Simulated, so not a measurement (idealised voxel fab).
This section sets out a process module, namely voxel air gaps.
The cross-section on display is named cut; it measures 295 nm wide, and its cells are 5 nm squares.
This document writes a cross-section as a grid whose cells are square, and gives it as bands, listed from the top down; one or more rows of cells form a band. Each band's line starts with the height of the band's top and of its bottom, in nm. Then come its materials from left to right, each with its width in nm. One material with "all across" fills the band from edge to edge. "empty" is empty space. Note: height 0 marks the level under which the wafer is uniformly one material as received. Lowest band unbounded below, written "from 0 down". A width such as "30..40" changes by the same amount from each row of cells to the next, from the band's top row to its bottom row. "left unchanged" -> step changed no cross-section cell. "Closed void list" enumerates empty spaces isolated from the top, with no open way to it, that contain at least 8 cells, giving each as width x height at distance from the left edge, all three in nm. Formally, on a step line, whatever follows the settings is a remark that the simulator itself makes on the step. On any step carrying a mask, the "overlay nm" setting, if present on the step's line, tells how far right of its planned place the mask lay; negative values point to the left.
# This section lists the process steps that were planned
- 1: RECEIVE (material Si)
- 2: CONFORMAL_DEP (material SiO2; thk nm 15)
- 3: CONFORMAL_DEP (material SiCN; thk nm 5)
- 4: DIRECTIONAL_DEP (material SiO2; thk nm 40)
- 5: DIRECTIONAL_DEP (material aC; thk nm 10)
- 6: PATTERN (tone open; mask id LINES; material resist; width nm 15; pitch nm 45; thk nm 30; overlay nm -15)
- 7: DIRECTIONAL_ETCH (etch materials aC; depth nm 10)
- 8: STRIP (etch materials resist)
- 9: DIRECTIONAL_ETCH (etch materials SiO2; depth nm 40)
- 10: STRIP (etch materials aC)
- 11: CONFORMAL_DEP (material TiN; thk nm 5)
- 12: FILL_DEP (material W; thk nm 5)
- 13: CMP (height nm 60)
- 14: EPI (material Ru; thk nm 10)
- 15: SELECTIVE_ETCH (etch materials SiO2; depth nm 50)
- 16: CONFORMAL_DEP (material SiCN; thk nm 5)
Heads up: all these wafers start the same, and what changes between them is the overlay nm in step 6. The value you see in the plan is just what the first wafer got.
# first wafer as received, after step 1
    from 0 down = Si all across
    Closed void list: none
# Quick look at the cross-section of the first of several wafers after step 16, which wraps up the module
    from 75 to 70 = empty=65 | SiCN=135 | empty=95
    from 70 to 60 = empty=65 | SiCN=5 | Ru=35 | SiCN=10 | Ru=35 | SiCN=10 | Ru=35 | SiCN=5 | empty=95
    from 60 to 55 = empty=65 | SiCN=15 | TiN=5 | W=5 | TiN=5 | SiCN=30 | TiN=5 | W=5 | TiN=5 | SiCN=30 | TiN=5 | W=5 | TiN=5 | SiCN=15 | empty=95
    from 55 to 25 = empty=75 | SiCN=5 | TiN=5 | W=5 | TiN=5 | SiCN=5 | empty=20 | SiCN=5 | TiN=5 | W=5 | TiN=5 | SiCN=5 | empty=20 | SiCN=5 | TiN=5 | W=5 | TiN=5 | SiCN=5 | empty=105
    from 25 to 20 = SiCN=80 | TiN=15 | SiCN=30 | TiN=15 | SiCN=30 | TiN=15 | SiCN=110
    from 20 to 15 = SiCN all across
    from 15 to 0 = SiO2 all across
    from 0 down = Si all across
    Closed void list: 20 x 30 at 100; 20 x 30 at 145
# Last wafer of the set, cross-sectioned at end of module
    from 75 to 70 = empty=95 | SiCN=135 | empty=65
    from 70 to 60 = empty=95 | SiCN=5 | Ru=35 | SiCN=10 | Ru=35 | SiCN=10 | Ru=35 | SiCN=5 | empty=65
    from 60 to 55 = empty=95 | SiCN=15 | TiN=5 | W=5 | TiN=5 | SiCN=30 | TiN=5 | W=5 | TiN=5 | SiCN=30 | TiN=5 | W=5 | TiN=5 | SiCN=15 | empty=65
    from 55 to 25 = empty=105 | SiCN=5 | TiN=5 | W=5 | TiN=5 | SiCN=5 | empty=20 | SiCN=5 | TiN=5 | W=5 | TiN=5 | SiCN=5 | empty=20 | SiCN=5 | TiN=5 | W=5 | TiN=5 | SiCN=5 | empty=75
    from 25 to 20 = SiCN=110 | TiN=15 | SiCN=30 | TiN=15 | SiCN=30 | TiN=15 | SiCN=80
    from 20 to 15 = SiCN all across
    from 15 to 0 = SiO2 all across
    from 0 down = Si all across
    Closed void list: 20 x 30 at 130; 20 x 30 at 175
# Below, a row for every wafer. Read it as the end-of-module picture: for each material the wafer shows its cells gained (+) or lost (-) since it was received, and then its closed voids
overlay nm -15, +42 Ru, +202 SiCN, +177 SiO2, +51 TiN, +21 W, Closed void list: 20 x 30 at 100; 20 x 30 at 145
overlay nm -10, +42 Ru, +202 SiCN, +177 SiO2, +51 TiN, +21 W, Closed void list: 20 x 30 at 105; 20 x 30 at 150
overlay nm -5, +42 Ru, +202 SiCN, +177 SiO2, +51 TiN, +21 W, Closed void list: 20 x 30 at 110; 20 x 30 at 155
overlay nm 0, +42 Ru, +202 SiCN, +177 SiO2, +51 TiN, +21 W, Closed void list: 20 x 30 at 115; 20 x 30 at 160
overlay nm 5, +42 Ru, +202 SiCN, +177 SiO2, +51 TiN, +21 W, Closed void list: 20 x 30 at 120; 20 x 30 at 165
overlay nm 10, +42 Ru, +202 SiCN, +177 SiO2, +51 TiN, +21 W, Closed void list: 20 x 30 at 125; 20 x 30 at 170
overlay nm 15, +42 Ru, +202 SiCN, +177 SiO2, +51 TiN, +21 W, Closed void list: 20 x 30 at 130; 20 x 30 at 175
